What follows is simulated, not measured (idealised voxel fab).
The following process module bears the name voxel wiring stack.
It is cross-section cut that appears here, measuring 150 nm in width, its square cells being 5 nm in size.
For the purposes of this document, a cross-section shall be understood as a grid of square cells, specified as bands listed in top-to-bottom order, each band consisting of one or more rows of cells.
This entry defines a band. It first specifies the height of the band's top and the height of its bottom in nm, and then specifies the band's materials from left to right, stating each material with its width in nm. The word "edge to edge" identifies a single material that fills the band from edge to edge, while the word "blank" identifies empty space.
Basically, 0 is our baseline, since under it the wafer straight out of the box is all one material. The bottom band has no lower end and keeps on going down, so it looks like "z 0 and below".
Width "30 to 40": first value at the band's top row of cells, second value at its bottom row, equal change from row to row.
It should be understood that the words "nothing changed", when stated for a given step, signify that the cross-section underwent no change in any of its cells during that step.
Any empty space of 8 cells or more lacking an open way to the top shows up in "Closed void entries" as width x height at distance, distance from the left edge, in nm.
Formally, on a step line, whatever follows the settings is a remark that the simulator itself makes on the step.
Regarding "overlay nm": on a step with a mask, it is the distance the mask lay to the right of its planned place; a negative value places it to the left.
[Listed below are the process steps as planned]
| 1 | RECEIVE (material Si) |
| 2 | CONFORMAL_DEP (material SiO2; thk nm 15) |
| 3 | CONFORMAL_DEP (material SiCN; thk nm 5) |
| 4 | DIRECTIONAL_DEP (material SiO2; thk nm 15) |
| 5 | DIRECTIONAL_DEP (material aC; thk nm 10) |
| 6 | PATTERN (tone open; mask id METAL_1; material resist; width nm 25; pitch nm 40; thk nm 25; overlay nm 0) |
| 7 | DIRECTIONAL_ETCH (etch materials aC; depth nm 10) |
| 8 | STRIP (etch materials resist) |
| 9 | DIRECTIONAL_ETCH (etch materials SiO2; depth nm 15) |
| 10 | DIRECTIONAL_ETCH (etch materials SiCN; depth nm 5) |
| 11 | STRIP (etch materials aC) |
| 12 | CONFORMAL_DEP (material TiN; thk nm 5) |
| 13 | FILL_DEP (material Cu; thk nm 5) |
| 14 | CMP (height nm 35) |
| 15 | CONFORMAL_DEP (material SiCN; thk nm 5) |
| 16 | DIRECTIONAL_DEP (material lowk; thk nm 30) |
| 17 | DIRECTIONAL_DEP (material aC; thk nm 15) |
| 18 | PATTERN (tone open; mask id METAL_2; material resist; width nm 25; pitch nm 40; thk nm 30; overlay nm 0) |
| 19 | DIRECTIONAL_ETCH (etch materials aC; depth nm 15) |
| 20 | STRIP (etch materials resist) |
| 21 | DIRECTIONAL_ETCH (etch materials lowk; depth nm 15) |
| 22 | STRIP (etch materials aC) |
| 23 | MASKED_ETCH (tone open; mask id METAL_2_HOLES; width nm 15; pitch nm 80; etch materials lowk; depth nm 15; overlay nm 0) |
| 24 | MASKED_ETCH (tone open; mask id METAL_2_HOLES; width nm 15; pitch nm 80; etch materials SiCN; depth nm 5; overlay nm 0) |
| 25 | CONFORMAL_DEP (material TiN; thk nm 5) |
| 26 | FILL_DEP (material Ru; thk nm 10) |
| 27 | CMP (height nm 70) |
| 28 | CONFORMAL_DEP (material SiN; thk nm 5) |
[Concerning the first of two wafers, which was run in accordance with the plan]
[Cross-section, incoming material, after step 1]
  z 0 and below  Si edge to edge
  Closed void entries: none
[Step 2 done - wafer cross-section]
  z 15 to 0  SiO2 edge to edge
  All layers under 0 are left as they were.
[Step 3 done - wafer cross-section]
  z 20 to 15  SiCN edge to edge
  All layers under 15 are left as they were.
[Step 4 done - wafer cross-section]
  z 35 to 20  SiO2 edge to edge
  All layers under 20 are left as they were.
[Step 5 done - wafer cross-section]
  z 45 to 35  aC edge to edge
  All layers under 35 are left as they were.
[Step 6 done - wafer cross-section]
  z 70 to 45  resist (20) | blank (25) | resist (15) | blank (25) | resist (15) | blank (25) | resist (25)
  All layers under 45 are left as they were.
[Step 7 done - wafer cross-section]
  z 60 to 45  resist (20) | blank (25) | resist (15) | blank (25) | resist (15) | blank (25) | resist (25)
  z 45 to 35  aC (20) | blank (25) | aC (15) | blank (25) | aC (15) | blank (25) | aC (25)
  All layers under 35 are left as they were.
[Step 8 done - wafer cross-section]
  z 45 to 35  aC (20) | blank (25) | aC (15) | blank (25) | aC (15) | blank (25) | aC (25)
  All layers under 35 are left as they were.
[Step 9 done - wafer cross-section]
  z 45 to 35  aC (20) | blank (25) | aC (15) | blank (25) | aC (15) | blank (25) | aC (25)
  z 35 to 20  SiO2 (20) | blank (25) | SiO2 (15) | blank (25) | SiO2 (15) | blank (25) | SiO2 (25)
  All layers under 20 are left as they were.
[Step 10 done - wafer cross-section]
  z 45 to 35  aC (20) | blank (25) | aC (15) | blank (25) | aC (15) | blank (25) | aC (25)
  z 35 to 20  SiO2 (20) | blank (25) | SiO2 (15) | blank (25) | SiO2 (15) | blank (25) | SiO2 (25)
  z 20 to 15  SiCN (20) | blank (25) | SiCN (15) | blank (25) | SiCN (15) | blank (25) | SiCN (25)
  All layers under 15 are left as they were.
[Step 11 done - wafer cross-section]
  z 35 to 20  SiO2 (20) | blank (25) | SiO2 (15) | blank (25) | SiO2 (15) | blank (25) | SiO2 (25)
  All layers under 20 are left as they were.
[Step 12 done - wafer cross-section]
  z 40 to 35  TiN (25) | blank (15) | TiN (25) | blank (15) | TiN (25) | blank (15) | TiN (30)
  z 35 to 20  SiO2 (20) | TiN (5) | blank (15) | TiN (5) | SiO2 (15) | TiN (5) | blank (15) | TiN (5) | SiO2 (15) | TiN (5) | blank (15) | TiN (5) | SiO2 (25)
  z 20 to 15  SiCN (20) | TiN (25) | SiCN (15) | TiN (25) | SiCN (15) | TiN (25) | SiCN (25)
  All layers under 15 are left as they were.
[Step 13 done - wafer cross-section]
  z 45 to 40  Cu edge to edge
  z 40 to 35  TiN (25) | Cu (15) | TiN (25) | Cu (15) | TiN (25) | Cu (15) | TiN (30)
  z 35 to 20  SiO2 (20) | TiN (5) | Cu (15) | TiN (5) | SiO2 (15) | TiN (5) | Cu (15) | TiN (5) | SiO2 (15) | TiN (5) | Cu (15) | TiN (5) | SiO2 (25)
  All layers under 20 are left as they were.
[Step 14 done - wafer cross-section]
  z 35 to 20  SiO2 (20) | TiN (5) | Cu (15) | TiN (5) | SiO2 (15) | TiN (5) | Cu (15) | TiN (5) | SiO2 (15) | TiN (5) | Cu (15) | TiN (5) | SiO2 (25)
  All layers under 20 are left as they were.
[Step 15 done - wafer cross-section]
  z 40 to 35  SiCN edge to edge
  All layers under 35 are left as they were.
[Step 16 done - wafer cross-section]
  z 70 to 40  lowk edge to edge
  All layers under 40 are left as they were.
[Step 17 done - wafer cross-section]
  z 85 to 70  aC edge to edge
  All layers under 70 are left as they were.
[Step 18 done - wafer cross-section]
  z 115 to 85  resist (20) | blank (25) | resist (15) | blank (25) | resist (15) | blank (25) | resist (25)
  All layers under 85 are left as they were.
[Step 19 done - wafer cross-section]
  z 100 to 85  resist (20) | blank (25) | resist (15) | blank (25) | resist (15) | blank (25) | resist (25)
  z 85 to 70  aC (20) | blank (25) | aC (15) | blank (25) | aC (15) | blank (25) | aC (25)
  All layers under 70 are left as they were.
[Step 20 done - wafer cross-section]
  z 85 to 70  aC (20) | blank (25) | aC (15) | blank (25) | aC (15) | blank (25) | aC (25)
  All layers under 70 are left as they were.
[Step 21 done - wafer cross-section]
  z 85 to 70  aC (20) | blank (25) | aC (15) | blank (25) | aC (15) | blank (25) | aC (25)
  z 70 to 55  lowk (20) | blank (25) | lowk (15) | blank (25) | lowk (15) | blank (25) | lowk (25)
  All layers under 55 are left as they were.
[Step 22 done - wafer cross-section]
  z 70 to 55  lowk (20) | blank (25) | lowk (15) | blank (25) | lowk (15) | blank (25) | lowk (25)
  All layers under 55 are left as they were.
[Step 23 done - wafer cross-section]
  z 70 to 55  lowk (20) | blank (25) | lowk (15) | blank (25) | lowk (15) | blank (25) | lowk (25)
  z 55 to 40  lowk (20) | blank (15) | lowk (65) | blank (15) | lowk (35)
  All layers under 40 are left as they were.
[Step 24 done - wafer cross-section]
  z 70 to 55  lowk (20) | blank (25) | lowk (15) | blank (25) | lowk (15) | blank (25) | lowk (25)
  z 55 to 40  lowk (20) | blank (15) | lowk (65) | blank (15) | lowk (35)
  z 40 to 35  SiCN (20) | blank (15) | SiCN (65) | blank (15) | SiCN (35)
  All layers under 35 are left as they were.
[Step 25 done - wafer cross-section]
  z 75 to 70  TiN (25) | blank (15) | TiN (25) | blank (15) | TiN (25) | blank (15) | TiN (30)
  z 70 to 60  lowk (20) | TiN (5) | blank (15) | TiN (5) | lowk (15) | TiN (5) | blank (15) | TiN (5) | lowk (15) | TiN (5) | blank (15) | TiN (5) | lowk (25)
  z 60 to 55  lowk (20) | TiN (5) | blank (5) | TiN (15) | lowk (15) | TiN (25) | lowk (15) | TiN (5) | blank (5) | TiN (15) | lowk (25)
  z 55 to 40  lowk (20) | TiN (5) | blank (5) | TiN (5) | lowk (65) | TiN (5) | blank (5) | TiN (5) | lowk (35)
  z 40 to 35  SiCN (20) | TiN (15) | SiCN (65) | TiN (15) | SiCN (35)
  All layers under 35 are left as they were.
[Step 26 done - wafer cross-section]
  z 85 to 75  Ru edge to edge
  z 75 to 70  TiN (25) | Ru (15) | TiN (25) | Ru (15) | TiN (25) | Ru (15) | TiN (30)
  z 70 to 60  lowk (20) | TiN (5) | Ru (15) | TiN (5) | lowk (15) | TiN (5) | Ru (15) | TiN (5) | lowk (15) | TiN (5) | Ru (15) | TiN (5) | lowk (25)
  z 60 to 55  lowk (20) | TiN (5) | Ru (5) | TiN (15) | lowk (15) | TiN (25) | lowk (15) | TiN (5) | Ru (5) | TiN (15) | lowk (25)
  z 55 to 40  lowk (20) | TiN (5) | Ru (5) | TiN (5) | lowk (65) | TiN (5) | Ru (5) | TiN (5) | lowk (35)
  All layers under 40 are left as they were.
[Step 27 done - wafer cross-section]
  z 70 to 60  lowk (20) | TiN (5) | Ru (15) | TiN (5) | lowk (15) | TiN (5) | Ru (15) | TiN (5) | lowk (15) | TiN (5) | Ru (15) | TiN (5) | lowk (25)
  All layers under 60 are left as they were.
[Step 28 done - wafer cross-section]
  z 75 to 70  SiN edge to edge
  All layers under 70 are left as they were.
[The second wafer began exactly as the first did and followed the same plan, but one mistake was made while running it; through step 26 inclusive, the two wafers are identical]
Second wafer cross-section, taken as of the time the plan sets for step 27 to be done: nothing changed
[Second wafer cross-section, taken as of the time the plan sets for step 28 to be done]
  z 90 to 85  SiN edge to edge
  All layers under 85 are left as they were.
Processing error: no execution of plan step 27; skipped
End of process, cell counts, second wafer against first, materials with more or fewer: 69 more of Ru | 21 more of TiN
